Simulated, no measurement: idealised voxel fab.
The process module presented herein is designated voxel transistor to metal.
285 nm wide, 5 nm square cells: that's cross-section cut.
Cross-sections here: square-cell grids, written as top-down lists of bands, a band being one or more rows of cells. Basically the band line says how high the top is and how high the bottom is, in nm, and then what's in it from left to right, every material with its width in nm. Empty space shows up as "air", and if a single material carries "full width" it runs the full band edge to edge. Heads up on the height convention: 0 is the point under which the incoming wafer is all one material, and the lowest band has no bottom, it just keeps going down, like "0 down". It should be noted that a width expressed as "30 to 40" varies in equal increments from row to row of cells within the band, taking the value of the first number at the top row and that of the second number at the bottom row. No cell of the cross-section changed in a step that is given as "nothing was modified". Any empty space of 8 cells or more lacking an open way to the top shows up in "Closed void list" as width x height at distance, distance from the left edge, in nm. Formally, on a step line, whatever follows the settings is a remark that the simulator itself makes on the step. For masked steps, "overlay nm" on the step line gives how far right of plan the mask actually lay; a minus sign means it lay to the left.

THE FOLLOWING LIST GIVES THE PLANNED PROCESS STEPS
1) RECEIVE | material Si
2) CONFORMAL_DEP | material SiO2 | thk nm 5
3) CONFORMAL_DEP | material SiN | thk nm 10
4) DIRECTIONAL_DEP | material aC | thk nm 10
5) PATTERN | tone cover | mask id ACTIVE | material resist | width nm 100 | pitch nm 130 | thk nm 25 | overlay nm 0
6) DIRECTIONAL_ETCH | etch materials aC | depth nm 10
7) STRIP | etch materials resist
8) DIRECTIONAL_ETCH | etch materials SiN | depth nm 10
9) DIRECTIONAL_ETCH | etch materials SiO2 | depth nm 5
10) DIRECTIONAL_ETCH | etch materials Si | depth nm 35
11) STRIP | etch materials aC
12) FILL_DEP | material SiO2 | thk nm 15
13) CMP | height nm 15
14) SELECTIVE_ETCH | etch materials SiO2 | depth nm 10
15) STRIP | etch materials SiN
16) SELECTIVE_ETCH | etch materials SiO2 | depth nm 5
17) OXIDIZE | depth nm 5
18) DIRECTIONAL_DEP | material polySi | thk nm 20
19) DIRECTIONAL_DEP | material SiCN | thk nm 15
20) DIRECTIONAL_DEP | material aC | thk nm 10
21) PATTERN | tone cover | mask id GATE | material resist | width nm 20 | pitch nm 130 | thk nm 25 | overlay nm 0
22) DIRECTIONAL_ETCH | etch materials aC | depth nm 10
23) STRIP | etch materials resist
24) DIRECTIONAL_ETCH | etch materials SiCN | depth nm 25
25) DIRECTIONAL_ETCH | etch materials polySi | depth nm 30
26) STRIP | etch materials aC
27) CONFORMAL_DEP | material SiO2 | thk nm 5
28) DIRECTIONAL_ETCH | etch materials SiO2 | depth nm 5
29) CONFORMAL_DEP | material SiN | thk nm 10
30) DIRECTIONAL_ETCH | etch materials SiN | depth nm 10
31) DIRECTIONAL_ETCH | etch materials SiO2 | depth nm 5
32) DIRECTIONAL_ETCH | etch materials Si | depth nm 15
33) EPI | material nSi | thk nm 20
34) FILL_DEP | material SiO2 | thk nm 10
35) CMP | height nm 35
36) DIRECTIONAL_DEP | material SiO2 | thk nm 15
37) PATTERN | tone open | mask id CONTACT | material resist | width nm 15 | thk nm 20 | overlay nm 0
38) DIRECTIONAL_ETCH | etch materials SiO2 | depth nm 35
39) STRIP | etch materials resist
40) CONFORMAL_DEP | material TiN | thk nm 5
41) FILL_DEP | material Ru | thk nm 5
42) CMP | height nm 50
43) DIRECTIONAL_DEP | material TiN | thk nm 5
44) DIRECTIONAL_DEP | material Ru | thk nm 25
45) MASKED_ETCH | tone cover | mask id METAL_1 | width nm 15 | etch materials Ru | depth nm 25 | overlay nm 0
46) MASKED_ETCH | tone cover | mask id METAL_1 | width nm 15 | etch materials TiN | depth nm 5 | overlay nm -15
47) CONFORMAL_DEP | material SiN | thk nm 5
48) FILL_DEP | material lowk | thk nm 10
49) CMP | height nm 80
50) CONFORMAL_DEP | material SiCN | thk nm 5
Variable across wafers: step 46 overlay nm (plan value is that of the first wafer; starting state common to all).

CROSS-SECTION OF THE FIRST OF SEVERAL WAFERS AS RECEIVED (AFTER STEP 1)
> 0 down: Si full width
> Closed void list: none

SO IN THIS TABLE EVERY WAFER GETS ITS OWN ROW, AND WHAT YOU SEE IS WHERE IT STANDS AT THE END OF THE MODULE: FOR EACH MATERIAL, HOW MANY CELLS IT PICKED UP (+) OR GAVE UP (-) SINCE WE RECEIVED IT, AND AFTER THAT ITS CLOSED VOIDS
overlay nm -15; +84 Ru; -219 Si; +81 SiCN; +141 SiN; +461 SiO2; +84 TiN; +173 lowk; +132 nSi; +32 polySi; Closed void list: none
overlay nm -10; +84 Ru; -219 Si; +81 SiCN; +141 SiN; +461 SiO2; +80 TiN; +177 lowk; +132 nSi; +32 polySi; Closed void list: none
overlay nm -5; +84 Ru; -219 Si; +81 SiCN; +141 SiN; +461 SiO2; +76 TiN; +181 lowk; +132 nSi; +32 polySi; Closed void list: none
overlay nm 0; +84 Ru; -219 Si; +81 SiCN; +141 SiN; +461 SiO2; +72 TiN; +185 lowk; +132 nSi; +32 polySi; Closed void list: none
overlay nm 5; +84 Ru; -219 Si; +81 SiCN; +141 SiN; +461 SiO2; +76 TiN; +181 lowk; +132 nSi; +32 polySi; Closed void list: none
overlay nm 10; +84 Ru; -219 Si; +81 SiCN; +141 SiN; +461 SiO2; +80 TiN; +177 lowk; +132 nSi; +32 polySi; Closed void list: none
overlay nm 15; +84 Ru; -219 Si; +81 SiCN; +141 SiN; +461 SiO2; +84 TiN; +173 lowk; +132 nSi; +32 polySi; Closed void list: none
